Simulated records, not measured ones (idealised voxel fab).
Title: Process Module voxel fin reveal
300 nm wide, 5 nm square cells: that's cross-section cut.
Bands, listed from the top down, are how a cross-section gets written in this document; the cross-section itself is a grid of square cells, and a band is one or more rows of them.
Top, bottom (nm), then materials left to right with widths (nm); lone material tagged "everywhere" fills the whole band edge to edge; "blank" = empty space.
For the purposes of this specification, 0 denotes the height below which the wafer in its as-received condition is composed wholly of one material, and the lowermost band, lacking a lower limit, extends downward without end, as expressed in "from 0 down".
Think of "30..40" as a width that walks from the first number to the second as you go down the band, top row to bottom row, taking equal-sized steps from row to row.
Basically "nothing altered" means that step didn't change any cell in the cross-section.
"Sealed void listing" - sealed voids, min. 8 cells, no opening to top; format: width x height at distance (distance from left edge; nm throughout).
What comes after the settings on a step's line is commentary from the simulator itself on that step.
overlay nm: how far to the right of its planned place the mask lay on this masked step (negative: to the left).
[Here's what the planned process steps look like]
1,RECEIVE (material Si)
2,CONFORMAL_DEP (material SiN; thk nm 10)
3,MASKED_ETCH (tone cover; mask id FINS; width nm 15; pitch nm 35; etch materials SiN; depth nm 10; overlay nm 0)
4,MASKED_ETCH (tone cover; mask id FINS; width nm 15; pitch nm 35; etch materials Si; depth nm 30; overlay nm 0)
5,OXIDIZE (depth nm 5)
6,FILL_DEP (material SiO2; thk nm 10)
7,CMP (height nm 10)
8,SELECTIVE_ETCH (etch materials SiO2; depth nm 25)
9,STRIP (etch materials SiN)
[Wafer as received: cross-section following step 1]
	from 0 down = Si everywhere
	Sealed void listing: none
[a wafer at the end: this start, this plan, one mistake]
	from 0 to -5 = Si (85) / blank (25) / Si (10) / blank (25) / Si (10) / blank (25) / Si (10) / blank (25) / Si (85)
	from -5 down = Si everywhere
	Sealed void listing: none
Heads up, the wafer didn't run the way we planned it: note that step 3 departed from the planned setting and was carried out as MASKED_ETCH (tone open; mask id FINS; width nm 15; pitch nm 35; etch materials SiN; depth nm 10; overlay nm 0)
